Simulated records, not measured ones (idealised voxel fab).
Name of the process module below: voxel quadruple lines
Cross-section cut spans 225 nm and uses square cells 5 nm in size.
A cross-section is a grid of square cells, given in bands from the top down. A band is one or more rows of cells. Band: top and bottom heights (nm) first, top before bottom; then materials from left to right, widths in nm. "throughout" marks a sole material filling the band edge to edge. "air" denotes empty space. Counting heights begins at 0, where everything beneath is, in the wafer as received, one material. The lowest band has no bottom; it goes on downwards, as "from 0 down" shows. The notation "30->40" denotes a width that varies across the rows of cells in the band, beginning at the first number in the top row, finishing at the second number in the bottom row, and changing by an identical amount from each row to the next. Key: "no modification" - step with no changed cell in the cross-section. Reported under the label "Enclosed void catalog" are the empty spaces having no open way to the top and comprising 8 cells or more; the notation for each is width x height at distance, in which the distance is measured from the left edge and all three values are in nm. Note: text after step settings on the step line = simulator remark on that step. If you see "overlay nm" on a step's line and that step has a mask, it's telling you how far right of where it was planned the mask ended up; a negative number means it went left instead. Everything after this point is organized in pairs: a cross-section before one process step, a cross-section after it that shows only as deep as the lowest changed band, and, under the pair, the intervening step with its settings. Because different runs of this module on the same starting wafer can supply different pairs, a pair continues from the pair above it only if its entry headed "Prior to processing" says so.

### Prior to processing
	from 40 to 20 | air 70 nm  SiN 10 nm  polySi 10 nm  SiN 10 nm  air 10 nm  SiN 10 nm  polySi 10 nm  SiN 10 nm  air 85 nm
	from 20 to 10 | TiN throughout
	from 10 to 0 | SiO2 throughout
	from 0 down | Si throughout
	Enclosed void catalog: none

### Cross-Section After Step
	from 40 to 20 | air 70 nm  SiN 10 nm  air 10 nm  SiN 10 nm  air 10 nm  SiN 10 nm  air 10 nm  SiN 10 nm  air 85 nm
	Under the height 20 nothing was changed.
	Enclosed void catalog: none
So what happens between those two cross-sections up there? STRIP with etch materials polySi

Prior to processing: The initial state for this step is given by the after cross-section of the immediately preceding pair.

### Cross-Section After Step
	from 40 to 20 | air 70 nm  SiN 10 nm  air 10 nm  SiN 10 nm  air 10 nm  SiN 10 nm  air 10 nm  SiN 10 nm  air 85 nm
	from 20 to 10 | air 70 nm  TiN 10 nm  air 10 nm  TiN 10 nm  air 10 nm  TiN 10 nm  air 10 nm  TiN 10 nm  air 85 nm
	Under the height 10 nothing was changed.
	Enclosed void catalog: none
So what happens between those two cross-sections up there? DIRECTIONAL_ETCH with etch materials TiN, depth nm 10

Prior to processing: The initial state for this step is given by the after cross-section of the immediately preceding pair.

### Cross-Section After Step
	from 20 to 10 | air 70 nm  TiN 10 nm  air 10 nm  TiN 10 nm  air 10 nm  TiN 10 nm  air 10 nm  TiN 10 nm  air 85 nm
	Under the height 10 nothing was changed.
	Enclosed void catalog: none
So what happens between those two cross-sections up there? STRIP with etch materials SiN

Prior to processing: The initial state for this step is given by the after cross-section of the immediately preceding pair.

### Cross-Section After Step
	from 30 to 20 | lowk throughout
	from 20 to 10 | lowk 70 nm  TiN 10 nm  lowk 10 nm  TiN 10 nm  lowk 10 nm  TiN 10 nm  lowk 10 nm  TiN 10 nm  lowk 85 nm
	Under the height 10 nothing was changed.
	Enclosed void catalog: none
So what happens between those two cross-sections up there? FILL_DEP with material lowk, thk nm 10

Prior to processing: The initial state for this step is given by the after cross-section of the immediately preceding pair.

### Cross-Section After Step
	from 20 to 10 | lowk 70 nm  TiN 10 nm  lowk 10 nm  TiN 10 nm  lowk 10 nm  TiN 10 nm  lowk 10 nm  TiN 10 nm  lowk 85 nm
	Under the height 10 nothing was changed.
	Enclosed void catalog: none
So what happens between those two cross-sections up there? CMP with height nm 20

### Prior to processing
	from 20 to 10 | air 75 nm  TiN 10 nm  air 10 nm  TiN 10 nm  air 10 nm  TiN 10 nm  air 10 nm  TiN 10 nm  air 80 nm
	from 10 to 0 | SiO2 throughout
	from 0 down | Si throughout
	Enclosed void catalog: none

### Cross-Section After Step
	from 30 to 20 | polySi throughout
	from 20 to 10 | polySi 75 nm  TiN 10 nm  polySi 10 nm  TiN 10 nm  polySi 10 nm  TiN 10 nm  polySi 10 nm  TiN 10 nm  polySi 80 nm
	Under the height 10 nothing was changed.
	Enclosed void catalog: none
So what happens between those two cross-sections up there? FILL_DEP with material polySi, thk nm 10

Prior to processing: The initial state for this step is given by the after cross-section of the immediately preceding pair.

### Cross-Section After Step
	from 20 to 10 | polySi 75 nm  TiN 10 nm  polySi 10 nm  TiN 10 nm  polySi 10 nm  TiN 10 nm  polySi 10 nm  TiN 10 nm  polySi 80 nm
	Under the height 10 nothing was changed.
	Enclosed void catalog: none
So what happens between those two cross-sections up there? CMP with height nm 20

### Prior to processing
	from 60 to 40 | aC throughout
	from 40 to 20 | polySi throughout
	from 20 to 10 | TiN throughout
	from 10 to 0 | SiO2 throughout
	from 0 down | Si throughout
	Enclosed void catalog: none

### Cross-Section After Step
	from 90 to 60 | resist 95 nm  air 30 nm  resist 100 nm
	Under the height 60 nothing was changed.
	Enclosed void catalog: none
So what happens between those two cross-sections up there? PATTERN with tone open, mask id MANDREL, material resist, width nm 30, thk nm 30, overlay nm 0

Prior to processing: The initial state for this step is given by the after cross-section of the immediately preceding pair.

### Cross-Section After Step
	from 70 to 60 | resist 95 nm  air 30 nm  resist 100 nm
	from 60 to 40 | aC 95 nm  air 30 nm  aC 100 nm
	Under the height 40 nothing was changed.
	Enclosed void catalog: none
So what happens between those two cross-sections up there? DIRECTIONAL_ETCH with etch materials aC, depth nm 20

Prior to processing: The initial state for this step is given by the after cross-section of the immediately preceding pair.

### Cross-Section After Step
	from 60 to 40 | aC 95 nm  air 30 nm  aC 100 nm
	Under the height 40 nothing was changed.
	Enclosed void catalog: none
So what happens between those two cross-sections up there? STRIP with etch materials resist

Prior to processing: The initial state for this step is given by the after cross-section of the immediately preceding pair.

### Cross-Section After Step
	from 70 to 60 | SiO2 105 nm  air 10 nm  SiO2 110 nm
	from 60 to 50 | aC 95 nm  SiO2 10 nm  air 10 nm  SiO2 10 nm  aC 100 nm
	from 50 to 40 | aC 95 nm  SiO2 30 nm  aC 100 nm
	Under the height 40 nothing was changed.
	Enclosed void catalog: none
So what happens between those two cross-sections up there? CONFORMAL_DEP with material SiO2, thk nm 10

Prior to processing: The initial state for this step is given by the after cross-section of the immediately preceding pair.

### Cross-Section After Step
	from 60 to 40 | aC 95 nm  SiO2 10 nm  air 10 nm  SiO2 10 nm  aC 100 nm
	Under the height 40 nothing was changed.
	Enclosed void catalog: none
So what happens between those two cross-sections up there? DIRECTIONAL_ETCH with etch materials SiO2, depth nm 10

Prior to processing: The initial state for this step is given by the after cross-section of the immediately preceding pair.

### Cross-Section After Step
	from 60 to 40 | air 95 nm  SiO2 10 nm  air 10 nm  SiO2 10 nm  air 100 nm
	Under the height 40 nothing was changed.
	Enclosed void catalog: none
So what happens between those two cross-sections up there? STRIP with etch materials aC

Prior to processing: The initial state for this step is given by the after cross-section of the immediately preceding pair.

### Cross-Section After Step
	from 60 to 40 | air 95 nm  SiO2 10 nm  air 10 nm  SiO2 10 nm  air 100 nm
	from 40 to 20 | air 95 nm  polySi 10 nm  air 10 nm  polySi 10 nm  air 100 nm
	Under the height 20 nothing was changed.
	Enclosed void catalog: none
So what happens between those two cross-sections up there? DIRECTIONAL_ETCH with etch materials polySi, depth nm 20

Prior to processing: The initial state for this step is given by the after cross-section of the immediately preceding pair.

### Cross-Section After Step
	from 40 to 20 | air 95 nm  polySi 10 nm  air 10 nm  polySi 10 nm  air 100 nm
	Under the height 20 nothing was changed.
	Enclosed void catalog: none
So what happens between those two cross-sections up there? STRIP with etch materials SiO2

Prior to processing: The initial state for this step is given by the after cross-section of the immediately preceding pair.

### Cross-Section After Step
	from 50 to 40 | air 85 nm  SiN 50 nm  air 90 nm
	from 40 to 30 | air 85 nm  SiN 10 nm  polySi 10 nm  SiN 10 nm  polySi 10 nm  SiN 10 nm  air 90 nm
	from 30 to 20 | SiN 95 nm  polySi 10 nm  SiN 10 nm  polySi 10 nm  SiN 100 nm
	Under the height 20 nothing was changed.
	Enclosed void catalog: none
So what happens between those two cross-sections up there? CONFORMAL_DEP with material SiN, thk nm 10

Prior to processing: The initial state for this step is given by the after cross-section of the immediately preceding pair.

### Cross-Section After Step
	from 40 to 20 | air 85 nm  SiN 10 nm  polySi 10 nm  SiN 10 nm  polySi 10 nm  SiN 10 nm  air 90 nm
	Under the height 20 nothing was changed.
	Enclosed void catalog: none
So what happens between those two cross-sections up there? DIRECTIONAL_ETCH with etch materials SiN, depth nm 10

Prior to processing: The initial state for this step is given by the after cross-section of the immediately preceding pair.

### Cross-Section After Step
	from 40 to 20 | air 85 nm  SiN 10 nm  air 10 nm  SiN 10 nm  air 10 nm  SiN 10 nm  air 90 nm
	Under the height 20 nothing was changed.
	Enclosed void catalog: none
So what happens between those two cross-sections up there? STRIP with etch materials polySi

Prior to processing: The initial state for this step is given by the after cross-section of the immediately preceding pair.

### Cross-Section After Step
	from 40 to 20 | air 85 nm  SiN 10 nm  air 10 nm  SiN 10 nm  air 10 nm  SiN 10 nm  air 90 nm
	from 20 to 10 | air 85 nm  TiN 10 nm  air 10 nm  TiN 10 nm  air 10 nm  TiN 10 nm  air 90 nm
	Under the height 10 nothing was changed.
	Enclosed void catalog: none
So what happens between those two cross-sections up there? DIRECTIONAL_ETCH with etch materials TiN, depth nm 10

Prior to processing: The initial state for this step is given by the after cross-section of the immediately preceding pair.

### Cross-Section After Step
	from 20 to 10 | air 85 nm  TiN 10 nm  air 10 nm  TiN 10 nm  air 10 nm  TiN 10 nm  air 90 nm
	Under the height 10 nothing was changed.
	Enclosed void catalog: none
So what happens between those two cross-sections up there? STRIP with etch materials SiN

Prior to processing: The initial state for this step is given by the after cross-section of the immediately preceding pair.

### Cross-Section After Step
	from 30 to 20 | lowk throughout
	from 20 to 10 | lowk 85 nm  TiN 10 nm  lowk 10 nm  TiN 10 nm  lowk 10 nm  TiN 10 nm  lowk 90 nm
	Under the height 10 nothing was changed.
	Enclosed void catalog: none
So what happens between those two cross-sections up there? FILL_DEP with material lowk, thk nm 10

Prior to processing: The initial state for this step is given by the after cross-section of the immediately preceding pair.

### Cross-Section After Step
	from 20 to 10 | lowk 85 nm  TiN 10 nm  lowk 10 nm  TiN 10 nm  lowk 10 nm  TiN 10 nm  lowk 90 nm
	Under the height 10 nothing was changed.
	Enclosed void catalog: none
So what happens between those two cross-sections up there? CMP with height nm 20
